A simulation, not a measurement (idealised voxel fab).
process module | voxel local oxidation
cross-section cut | 275 nm wide | cells 5 nm
A cross-section is a grid of square cells, given in bands from the top down. A band is one or more rows of cells.
Each band's line starts with the height of the band's top and of its bottom, in nm. Then come its materials from left to right, each with its width in nm. One material with "throughout" fills the band from edge to edge. "air" is empty space.
Height 0 is the level under which the wafer as received is all one material. The lowest band goes on downwards, as in "0 down".
A width such as "30 to 40" changes by the same amount from each row of cells to the next, from the band's top row to its bottom row.
"no change" after a step means that no cell of the cross-section changed.
closed voids: empty space of 8 cells or more with no open way to the top, each as width x height at its distance from the left edge, in nm
after a step's settings: what the simulator itself notes on the step
overlay nm, on a step with a mask: how far to the right of its planned place the mask lay; to the left if negative
plan
1 op RECEIVE | material Si
2 op OXIDIZE | depth nm 5
3 op CONFORMAL_DEP | material SiN | thk nm 15
4 op PATTERN | tone cover | mask id ACTIVE | material resist | width nm 130 | thk nm 15 | overlay nm 0
5 op DIRECTIONAL_ETCH | etch materials SiN | depth nm 15
6 op STRIP | etch materials resist
7 op SELECTIVE_ETCH | etch materials SiO2 | depth nm 5
8 op OXIDIZE | depth nm 15
9 op STRIP | etch materials SiN
varied across the wafers: depth nm of step 2. The plan shows the first wafer's value. All wafers start alike
first wafer as received, after step 1
  0 down: Si throughout
  closed voids: none
first wafer at the end, after step 9
  0 to -5: air 75 | SiO2 120 | air 80
  -5 to -20: SiO2 90 | Si 90 | SiO2 95
  -20 down: Si throughout
  closed voids: none
last wafer at the end
  0 to -5: air 75 | SiO2 120 | air 80
  -5 to -20: SiO2 throughout
  -20 down: Si throughout
  closed voids: none
each wafer at the end: cells of each material gained (+) or lost (-) since it was received, then its closed voids
depth nm 5 | -166 Si | +135 SiO2 | closed voids: none
depth nm 10 | -110 Si | +79 SiO2 | closed voids: none
depth nm 15 | -165 Si | +134 SiO2 | closed voids: none
depth nm 20 | -220 Si | +189 SiO2 | closed voids: none
